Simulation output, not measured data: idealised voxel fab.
process module | voxel self aligned contacts
Section cut is 170 nm wide and gridded with 5 nm square cells.
Heads up, the way a cross-section reads in here is a grid of square cells, handed over as bands from the top down, with every band being one or more rows of cells. The entry gives the band's vertical extent as a top height and a bottom height in nm, then its horizontal make-up as materials from left to right, each with a width in nm. "empty" stands for empty space; a single material marked "all across" fills the band edge to edge. Counting heights begins at 0, where everything beneath is, in the wafer as received, one material. The lowest band has no bottom; it goes on downwards, as "0 down" shows. Width "30..40": first value at the band's top row of cells, second value at its bottom row, equal change from row to row. "changes: none" -> step changed no cross-section cell. Empty spaces counting at least 8 cells and having no open way to the top are listed in "Enclosed void entries". The notation width x height at distance is used for each, the distance being from the left edge and all three values in nm. It should be noted that, on the line of a given step, the content following the step's settings is a remark produced by the simulator itself with respect to that step. overlay nm: mask offset rightward from planned place, masked step; negative means leftward offset.
# Listed below are the process steps as planned
- 1: RECEIVE, material Si
- 2: CONFORMAL_DEP, material SiO2, thk nm 5
- 3: DIRECTIONAL_DEP, material polySi, thk nm 30
- 4: DIRECTIONAL_DEP, material SiN, thk nm 15
- 5: MASKED_ETCH, tone cover, mask id GATE, width nm 25, pitch nm 50, etch materials SiN, depth nm 15, overlay nm 0
- 6: MASKED_ETCH, tone cover, mask id GATE, width nm 25, pitch nm 50, etch materials polySi, depth nm 30, overlay nm 0
- 7: CONFORMAL_DEP, material SiN, thk nm 5
- 8: DIRECTIONAL_ETCH, etch materials SiN, depth nm 5
- 9: FILL_DEP, material SiO2, thk nm 15
- 10: CMP, height nm 60
- 11: DIRECTIONAL_DEP, material aC, thk nm 10
- 12: PATTERN, tone open, mask id CONTACT, material resist, width nm 35, pitch nm 50, thk nm 30, overlay nm 0
- 13: DIRECTIONAL_ETCH, etch materials aC, depth nm 10
- 14: STRIP, etch materials resist
- 15: DIRECTIONAL_ETCH, etch materials SiO2, depth nm 60
- 16: STRIP, etch materials aC
- 17: CONFORMAL_DEP, material TiN, thk nm 5
- 18: FILL_DEP, material Ru, thk nm 5
- 19: CMP, height nm 60
- 20: CONFORMAL_DEP, material SiCN, thk nm 5
# Cross-sectional view of the wafer in its as-received condition, corresponding to the state after step 1
* 0 down: Si all across
* Enclosed void entries: none
# End-of-module cross-section. Starting structure and process plan as above; one mistake made in running it
* 65 to 60: SiCN all across
* 60 to 55: Ru (35) | TiN (5) | SiO2 (35) | TiN (5) | Ru (5) | TiN (5) | SiO2 (35) | TiN (5) | Ru (40)
* 55 to 50: Ru (10) | TiN (30) | SiO2 (35) | TiN (15) | SiO2 (35) | TiN (30) | Ru (15)
* 50 to 35: Ru (10) | TiN (5) | SiN (35) | SiO2 (15) | SiN (35) | SiO2 (15) | SiN (35) | TiN (5) | Ru (15)
* 35 to 5: Ru (10) | TiN (5) | SiN (5) | polySi (25) | SiN (5) | SiO2 (15) | SiN (5) | polySi (25) | SiN (5) | SiO2 (15) | SiN (5) | polySi (25) | SiN (5) | TiN (5) | Ru (15)
* 5 to 0: TiN (15) | SiO2 (135) | TiN (20)
* 0 down: Si all across
* Enclosed void entries: none
In executing the process, a mistake was made relative to the plan: planned and actual differ for step 12; actual: PATTERN, tone cover, mask id CONTACT, material resist, width nm 35, pitch nm 50, thk nm 30, overlay nm 0
